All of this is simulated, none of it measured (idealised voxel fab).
This section sets out a process module, namely voxel self aligned contacts.
The figure presents cross-section cut, which has a width of 180 nm and is divided into square cells with an edge length of 5 nm.
When this document writes out a cross-section, it uses a grid of square cells and lists it as bands, beginning at the top and moving down, with a band standing for one or more rows of cells.
Each band's line starts with the height of the band's top and of its bottom, in nm. Then come its materials from left to right, each with its width in nm. One material with "all across" fills the band from edge to edge. "air" is empty space.
The level at which height equals 0 is the one under which the wafer, as it arrives, is entirely one material. No lower edge exists for the bottom band, which continues downward and is notated as in "0 down".
The width entry "30->40" should be interpreted row by row: the top row of cells in the band takes the first number, the bottom row takes the second number, and the change between adjacent rows is uniform throughout.
Where the words "remained unchanged" appear for a step, the cross-section shows no cell changed by that step; every cell remained as before.
Reported under the label "Enclosed empty spaces" are the empty spaces having no open way to the top and comprising 8 cells or more; the notation for each is width x height at distance, in which the distance is measured from the left edge and all three values are in nm.
Post-settings text on a step line: simulator's own remark regarding the step.
overlay nm: mask offset rightward from planned place, masked step; negative means leftward offset.
Structure of the following material. The material consists of pairs of cross-sections. Each pair comprises the cross-section before one process step and the cross-section after that step, the latter shown only down to the lowest band that changed. The step between the cross-sections is specified beneath each pair, including its settings. Pairs are not necessarily consecutive: they may derive from different runs of this module performed on the same starting wafer. Continuity with the pair above is to be assumed only where the entry headed "Pre-step cross-section" of the pair in question states it.
PRE-STEP CROSS-SECTION
- 60 to 50  SiO2: 55; air: 55; SiO2: 70
- 50 to 30  SiO2: 30; SiN: 45; air: 25; SiN: 45; SiO2: 35
- 30 to 5  SiO2: 30; SiN: 5; polySi: 35; SiN: 5; air: 25; SiN: 5; polySi: 35; SiN: 5; SiO2: 35
- 5 to 0  SiO2: 75; air: 25; SiO2: 80
- 0 down  Si all across
- Enclosed empty spaces: none
SECTION, POST-STEP
- 65 to 60  TiN: 60; air: 45; TiN: 75
- 60 to 50  SiO2: 55; TiN: 5->25; air: 45->15; TiN: 5->15; SiO2: 70
- 50 to 30  SiO2: 30; SiN: 45; TiN: 5; air: 15; TiN: 5; SiN: 45; SiO2: 35
- 30 to 5  SiO2: 30; SiN: 5; polySi: 35; SiN: 5; TiN: 5; air: 15; TiN: 5; SiN: 5; polySi: 35; SiN: 5; SiO2: 35
- 5 to 0  SiO2: 75; TiN: 25; SiO2: 80
- Below 0 it's all the same as before, nothing changed down there.
- Enclosed empty spaces: none
So what happened between those two cross-sections up there? CONFORMAL_DEP,material TiN,thk nm 5
Pre-step cross-section: see the after view in the pair directly above.
SECTION, POST-STEP
- 70 to 65  W all across
- 65 to 60  TiN: 60; W: 45; TiN: 75
- 60 to 50  SiO2: 55; TiN: 5->25; W: 45->15; TiN: 5->15; SiO2: 70
- 50 to 30  SiO2: 30; SiN: 45; TiN: 5; W: 15; TiN: 5; SiN: 45; SiO2: 35
- 30 to 5  SiO2: 30; SiN: 5; polySi: 35; SiN: 5; TiN: 5; W: 15; TiN: 5; SiN: 5; polySi: 35; SiN: 5; SiO2: 35
- Below 5 it's all the same as before, nothing changed down there.
- Enclosed empty spaces: none
So what happened between those two cross-sections up there? FILL_DEP,material W,thk nm 5
Pre-step cross-section: see the after view in the pair directly above.
SECTION, POST-STEP
- 60 to 50  SiO2: 55; TiN: 5->25; W: 45->15; TiN: 5->15; SiO2: 70
- Below 50 it's all the same as before, nothing changed down there.
- Enclosed empty spaces: none
So what happened between those two cross-sections up there? CMP,height nm 60
Pre-step cross-section: see the after view in the pair directly above.
SECTION, POST-STEP
- 65 to 60  SiN all across
- Below 60 it's all the same as before, nothing changed down there.
- Enclosed empty spaces: none
So what happened between those two cross-sections up there? CONFORMAL_DEP,material SiN,thk nm 5
PRE-STEP CROSS-SECTION
- 5 to 0  SiO2 all across
- 0 down  Si all across
- Enclosed empty spaces: none
SECTION, POST-STEP
- 30 to 5  W all across
- Below 5 it's all the same as before, nothing changed down there.
- Enclosed empty spaces: none
So what happened between those two cross-sections up there? DIRECTIONAL_DEP,material W,thk nm 25
Pre-step cross-section: see the after view in the pair directly above.
SECTION, POST-STEP
- 50 to 30  SiN all across
- Below 30 it's all the same as before, nothing changed down there.
- Enclosed empty spaces: none
So what happened between those two cross-sections up there? DIRECTIONAL_DEP,material SiN,thk nm 20
Pre-step cross-section: see the after view in the pair directly above.
SECTION, POST-STEP
- 65 to 50  air: 35; resist: 35; air: 35; resist: 35; air: 40
- Below 50 it's all the same as before, nothing changed down there.
- Enclosed empty spaces: none
So what happened between those two cross-sections up there? PATTERN,tone cover,mask id GATE,material resist,width nm 35,pitch nm 70,thk nm 15,overlay nm 0
Pre-step cross-section: see the after view in the pair directly above.
SECTION, POST-STEP
- 65 to 50  air: 35; resist: 35; air: 35; resist: 35; air: 40
- 50 to 30  air: 35; SiN: 35; air: 35; SiN: 35; air: 40
- Below 30 it's all the same as before, nothing changed down there.
- Enclosed empty spaces: none
So what happened between those two cross-sections up there? DIRECTIONAL_ETCH,etch materials SiN,depth nm 20
Pre-step cross-section: see the after view in the pair directly above.
SECTION, POST-STEP
- 50 to 30  air: 35; SiN: 35; air: 35; SiN: 35; air: 40
- Below 30 it's all the same as before, nothing changed down there.
- Enclosed empty spaces: none
So what happened between those two cross-sections up there? STRIP,etch materials resist
Pre-step cross-section: see the after view in the pair directly above.
SECTION, POST-STEP
- 55 to 35  air: 30; SiN: 45; air: 25; SiN: 45; air: 35
- 35 to 30  SiN all across
- Below 30 it's all the same as before, nothing changed down there.
- Enclosed empty spaces: none
So what happened between those two cross-sections up there? CONFORMAL_DEP,material SiN,thk nm 5
Pre-step cross-section: see the after view in the pair directly above.
SECTION, POST-STEP
- 50 to 30  air: 30; SiN: 45; air: 25; SiN: 45; air: 35
- Below 30 it's all the same as before, nothing changed down there.
- Enclosed empty spaces: none
So what happened between those two cross-sections up there? DIRECTIONAL_ETCH,etch materials SiN,depth nm 5
Pre-step cross-section: see the after view in the pair directly above.
SECTION, POST-STEP
- 65 to 50  SiO2 all across
- 50 to 30  SiO2: 30; SiN: 45; SiO2: 25; SiN: 45; SiO2: 35
- Below 30 it's all the same as before, nothing changed down there.
- Enclosed empty spaces: none
So what happened between those two cross-sections up there? FILL_DEP,material SiO2,thk nm 15
Pre-step cross-section: see the after view in the pair directly above.
SECTION, POST-STEP
- 60 to 50  SiO2 all across
- Below 50 it's all the same as before, nothing changed down there.
- Enclosed empty spaces: none
So what happened between those two cross-sections up there? CMP,height nm 60
Pre-step cross-section: see the after view in the pair directly above.
SECTION, POST-STEP
- 60 to 50  SiO2: 60; air: 55; SiO2: 65
- 50 to 30  SiO2: 30; SiN: 45; air: 25; SiN: 45; SiO2: 35
- Below 30 it's all the same as before, nothing changed down there.
- Enclosed empty spaces: none
So what happened between those two cross-sections up there? MASKED_ETCH,tone open,mask id CONTACT,width nm 55,etch materials SiO2,depth nm 60,overlay nm 0
Pre-step cross-section: see the after view in the pair directly above.
SECTION, POST-STEP
- 65 to 60  TiN: 65; air: 45; TiN: 70
- 60 to 50  SiO2: 60; TiN: 5->20; air: 45->15; TiN: 5->20; SiO2: 65
- 50 to 35  SiO2: 30; SiN: 45; TiN: 5; air: 15; TiN: 5; SiN: 45; SiO2: 35
- 35 to 30  SiO2: 30; SiN: 45; TiN: 25; SiN: 45; SiO2: 35
- Below 30 it's all the same as before, nothing changed down there.
- Enclosed empty spaces: none
So what happened between those two cross-sections up there? CONFORMAL_DEP,material TiN,thk nm 5
Pre-step cross-section: see the after view in the pair directly above.
SECTION, POST-STEP
- 70 to 65  W all across
- 65 to 60  TiN: 65; W: 45; TiN: 70
- 60 to 50  SiO2: 60; TiN: 5->20; W: 45->15; TiN: 5->20; SiO2: 65
- 50 to 35  SiO2: 30; SiN: 45; TiN: 5; W: 15; TiN: 5; SiN: 45; SiO2: 35
- Below 35 it's all the same as before, nothing changed down there.
- Enclosed empty spaces: none
So what happened between those two cross-sections up there? FILL_DEP,material W,thk nm 5
Pre-step cross-section: see the after view in the pair directly above.
SECTION, POST-STEP
- 60 to 50  SiO2: 60; TiN: 5->20; W: 45->15; TiN: 5->20; SiO2: 65
- Below 50 it's all the same as before, nothing changed down there.
- Enclosed empty spaces: none
So what happened between those two cross-sections up there? CMP,height nm 60
Pre-step cross-section: see the after view in the pair directly above.
SECTION, POST-STEP
- 65 to 60  SiN all across
- Below 60 it's all the same as before, nothing changed down there.
- Enclosed empty spaces: none
So what happened between those two cross-sections up there? CONFORMAL_DEP,material SiN,thk nm 5
PRE-STEP CROSS-SECTION
- 60 to 50  SiO2 all across
- 50 to 30  SiO2: 30; SiN: 45; SiO2: 25; SiN: 45; SiO2: 35
- 30 to 5  SiO2: 30; SiN: 5; polySi: 35; SiN: 5; SiO2: 25; SiN: 5; polySi: 35; SiN: 5; SiO2: 35
- 5 to 0  SiO2 all across
- 0 down  Si all across
- Enclosed empty spaces: none
SECTION, POST-STEP
- 60 to 50  air: 60; SiO2: 55; air: 65
- 50 to 30  air: 30; SiN: 45; SiO2: 25; SiN: 45; air: 35
- 30 to 5  air: 30; SiN: 5; polySi: 35; SiN: 5; SiO2: 25; SiN: 5; polySi: 35; SiN: 5; air: 35
- 5 to 0  air: 30; SiO2: 115; air: 35
- Below 0 it's all the same as before, nothing changed down there.
- Enclosed empty spaces: none
So what happened between those two cross-sections up there? MASKED_ETCH,tone cover,mask id CONTACT,width nm 55,etch materials SiO2,depth nm 60,overlay nm 0
Pre-step cross-section: see the after view in the pair directly above.
SECTION, POST-STEP
- 65 to 60  air: 55; TiN: 65; air: 60
- 60 to 50  air: 55->25; TiN: 5->35; SiO2: 55; TiN: 5->35; air: 60->30
- 50 to 30  air: 25; TiN: 5; SiN: 45; SiO2: 25; SiN: 45; TiN: 5; air: 30
- 30 to 5  air: 25; TiN: 5; SiN: 5; polySi: 35; SiN: 5; SiO2: 25; SiN: 5; polySi: 35; SiN: 5; TiN: 5; air: 30
- 5 to 0  TiN: 30; SiO2: 115; TiN: 35
- Below 0 it's all the same as before, nothing changed down there.
- Enclosed empty spaces: none
So what happened between those two cross-sections up there? CONFORMAL_DEP,material TiN,thk nm 5
Pre-step cross-section: see the after view in the pair directly above.
SECTION, POST-STEP
- 70 to 65  W all across
- 65 to 60  W: 55; TiN: 65; W: 60
- 60 to 50  W: 55->25; TiN: 5->35; SiO2: 55; TiN: 5->35; W: 60->30
- 50 to 30  W: 25; TiN: 5; SiN: 45; SiO2: 25; SiN: 45; TiN: 5; W: 30
- 30 to 5  W: 25; TiN: 5; SiN: 5; polySi: 35; SiN: 5; SiO2: 25; SiN: 5; polySi: 35; SiN: 5; TiN: 5; W: 30
- Below 5 it's all the same as before, nothing changed down there.
- Enclosed empty spaces: none
So what happened between those two cross-sections up there? FILL_DEP,material W,thk nm 5
Pre-step cross-section: see the after view in the pair directly above.
SECTION, POST-STEP
- 60 to 50  W: 55->25; TiN: 5->35; SiO2: 55; TiN: 5->35; W: 60->30
- Below 50 it's all the same as before, nothing changed down there.
- Enclosed empty spaces: none
So what happened between those two cross-sections up there? CMP,height nm 60
Pre-step cross-section: see the after view in the pair directly above.
SECTION, POST-STEP
- 65 to 60  SiN all across
- Below 60 it's all the same as before, nothing changed down there.
- Enclosed empty spaces: none
So what happened between those two cross-sections up there? CONFORMAL_DEP,material SiN,thk nm 5
